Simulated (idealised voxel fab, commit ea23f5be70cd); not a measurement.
The document below concerns the process module designated voxel transistor to metal.
This is section cut - it's 200 nm across, gridded in 5 nm square cells.
If you're reading a cross-section in this doc, picture square cells in a grid; it comes to you as bands, top ones listed first down to the bottom, and a band can be one or more rows of cells.
The band entry comprises the height of the band's top followed by the height of its bottom, expressed in nm, and subsequently the band's materials from left to right, each stated together with its width in nm. Where a single material is marked with the word "all across", that material fills the band from edge to edge. The word "blank" represents empty space.
Height 0 is the level under which the wafer as received is all one material. The lowest band goes on downwards, as in "0 and below".
You'd read "30->40" like this: the band's top row of cells is as wide as the first number, its bottom row is as wide as the second, and going down, every row changes width by the same amount as the row before did.
Step marked "remains unaltered"? Then no cell in the cross-section changed in it.
"Enclosed void listing" contains a list of empty spaces, each no smaller than 8 cells and without an open way to the top, written in the form width x height at distance with the distance from the left edge and all three in nm.
Whatever follows a step's settings on its line is a remark the simulator itself makes about that step.
overlay nm: for a step with a mask, the amount by which the mask lay right of where it was planned; a negative amount means left of it.

### So here's the lineup of process steps we planned
| 1 | RECEIVE with material Si |
| 2 | OXIDIZE with depth nm 5 |
| 3 | CONFORMAL_DEP with material SiN, thk nm 15 |
| 4 | MASKED_ETCH with tone cover, mask id ACTIVE, width nm 110, etch materials SiN, depth nm 15, overlay nm 0 |
| 5 | MASKED_ETCH with tone cover, mask id ACTIVE, width nm 110, etch materials SiO2, depth nm 5, overlay nm 0 |
| 6 | MASKED_ETCH with tone cover, mask id ACTIVE, width nm 110, etch materials Si, depth nm 25, overlay nm 0 |
| 7 | FILL_DEP with material SiO2, thk nm 5 |
| 8 | CMP with height nm 15 |
| 9 | SELECTIVE_ETCH with etch materials SiO2, depth nm 10 |
| 10 | STRIP with etch materials SiN |
| 11 | SELECTIVE_ETCH with etch materials SiO2, depth nm 5 |
| 12 | OXIDIZE with depth nm 5 |
| 13 | DIRECTIONAL_DEP with material polySi, thk nm 20 |
| 14 | DIRECTIONAL_DEP with material SiCN, thk nm 15 |
| 15 | MASKED_ETCH with tone cover, mask id GATE, width nm 30, etch materials SiCN, depth nm 25, overlay nm 0 |
| 16 | MASKED_ETCH with tone cover, mask id GATE, width nm 30, etch materials polySi, depth nm 30, overlay nm 0 |
| 17 | CONFORMAL_DEP with material SiN, thk nm 10 |
| 18 | DIRECTIONAL_ETCH with etch materials SiN, depth nm 10 |
| 19 | DIRECTIONAL_ETCH with etch materials SiO2, depth nm 5 |
| 20 | DIRECTIONAL_ETCH with etch materials Si, depth nm 10 |
| 21 | EPI with material SiGe, thk nm 10 |
| 22 | FILL_DEP with material SiO2, thk nm 10 |
| 23 | CMP with height nm 15 |
| 24 | STRIP with etch materials polySi |
| 25 | SELECTIVE_ETCH with etch materials SiO2, depth nm 5 |
| 26 | CONFORMAL_DEP with material HfO2, thk nm 5 |
| 27 | CONFORMAL_DEP with material TiN, thk nm 5 |
| 28 | FILL_DEP with material W, thk nm 10 |
| 29 | CMP with height nm 10 |
| 30 | DIRECTIONAL_DEP with material SiO2, thk nm 15 |
| 31 | MASKED_ETCH with tone open, mask id CONTACT, width nm 20, pitch nm 80, etch materials SiO2, depth nm 35, overlay nm 0 |
| 32 | CONFORMAL_DEP with material TiN, thk nm 5 |
| 33 | FILL_DEP with material W, thk nm 5 |
| 34 | CMP with height nm 25 |
| 35 | DIRECTIONAL_DEP with material TiN, thk nm 5 |
| 36 | DIRECTIONAL_DEP with material W, thk nm 20 |
| 37 | DIRECTIONAL_DEP with material aC, thk nm 10 |
| 38 | PATTERN with tone cover, mask id METAL_1, material resist, width nm 20, pitch nm 80, thk nm 25, overlay nm 0 |
| 39 | DIRECTIONAL_ETCH with etch materials aC, depth nm 10 |
| 40 | STRIP with etch materials resist |
| 41 | DIRECTIONAL_ETCH with etch materials W, depth nm 20 |
| 42 | DIRECTIONAL_ETCH with etch materials TiN, depth nm 5 |
| 43 | STRIP with etch materials aC |
| 44 | CONFORMAL_DEP with material SiN, thk nm 5 |
| 45 | FILL_DEP with material SiO2, thk nm 10 |
| 46 | CMP with height nm 50 |
| 47 | CONFORMAL_DEP with material SiN, thk nm 5 |

### Cross-section of the wafer as it came to us, i.e., already through step 1
	0 and below  Si all across
	Enclosed void listing: none

### Look at the cross-section after the module: the wafer started out the way shown above and the plan was the one shown above, yet one mistake was made along the way
	55 down to 50  SiN all across
	50 down to 30  SiO2 (45), SiN (5), W (20), SiN (5), SiO2 (50), SiN (5), W (20), SiN (5), SiO2 (45)
	30 down to 25  SiN (50), TiN (20), SiN (60), TiN (20), SiN (50)
	25 down to 10  SiO2 (50), TiN (5), W (10), TiN (5), SiO2 (60), TiN (5), W (10), TiN (5), SiO2 (50)
	10 down to 5  SiO2 (50), TiN (5), W (5), TiN (10), SiO2 (5), SiN (10), HfO2 (5), TiN (5), W (10), TiN (5), HfO2 (5), SiN (10), SiO2 (5), TiN (10), W (5), TiN (5), SiO2 (50)
	5 down to 0  SiO2 (50), TiN (15), SiGe (10), SiN (10), HfO2 (5), TiN (20), HfO2 (5), SiN (10), SiGe (10), TiN (15), SiO2 (50)
	0 down to -5  SiO2 (30), SiGe (10), SiN (10), SiGe (25), SiO2 (5), HfO2 (40), SiO2 (5), SiGe (25), SiN (10), SiGe (10), SiO2 (30)
	-5 down to -10  SiO2 (30), SiGe (10), SiO2 (15), SiGe (20), Si (50), SiGe (20), SiO2 (15), SiGe (10), SiO2 (30)
	-10 down to -15  SiGe (40), Si (15), SiGe (20), Si (50), SiGe (20), Si (15), SiGe (40)
	-15 down to -20  SiGe (40), Si (120), SiGe (40)
	-20 and below  Si all across
	Enclosed void listing: none
Finding, execution versus plan: contrary to plan, step 4 was performed as MASKED_ETCH with tone open, mask id ACTIVE, width nm 110, etch materials SiN, depth nm 15, overlay nm 0
